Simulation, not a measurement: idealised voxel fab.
process module | voxel spacer lines
cross-section cut | 250 nm wide | cells 5 nm
A cross-section is a grid of square cells, given in bands from the top down. A band is one or more rows of cells.
Each band's line starts with the height of the band's top and of its bottom, in nm. Then come its materials from left to right, each with its width in nm. One material with "throughout" fills the band from edge to edge. "air" is empty space.
Height 0 is the level under which the wafer as received is all one material. The lowest band goes on downwards, as in "0 down".
A width such as "30 to 40" changes by the same amount from each row of cells to the next, from the band's top row to its bottom row.
"no change" after a step means that no cell of the cross-section changed.
closed voids: empty space of 8 cells or more with no open way to the top, each as width x height at its distance from the left edge, in nm
after a step's settings: what the simulator itself notes on the step
overlay nm, on a step with a mask: how far to the right of its planned place the mask lay; to the left if negative
plan
1 op RECEIVE | material Si
2 op CONFORMAL_DEP | material Al2O3 | thk nm 10
3 op DIRECTIONAL_DEP | material W | thk nm 10
4 op DIRECTIONAL_DEP | material aC | thk nm 25
5 op PATTERN | tone cover | mask id MANDREL | material resist | width nm 15 | pitch nm 60 | thk nm 30 | overlay nm 0
6 op DIRECTIONAL_ETCH | etch materials aC | depth nm 25
7 op STRIP | etch materials resist
8 op CONFORMAL_DEP | material SiO2 | thk nm 15
9 op DIRECTIONAL_ETCH | etch materials SiO2 | depth nm 15
10 op STRIP | etch materials aC
11 op DIRECTIONAL_ETCH | etch materials W | depth nm 10
12 op STRIP | etch materials SiO2
13 op FILL_DEP | material SiO2 | thk nm 10
14 op CMP | height nm 20
varied across the wafers: width nm of step 5. The plan shows the first wafer's value. All wafers start alike
first wafer as received, after step 1
  0 down: Si throughout
  closed voids: none
each wafer at the end: cells of each material gained (+) or lost (-) since it was received, then its closed voids
width nm 15 | +100 Al2O3 | +76 SiO2 | +24 W | closed voids: none
width nm 20 | +100 Al2O3 | +76 SiO2 | +24 W | closed voids: none
width nm 25 | +100 Al2O3 | +76 SiO2 | +24 W | closed voids: none
width nm 30 | +100 Al2O3 | +76 SiO2 | +24 W | closed voids: none
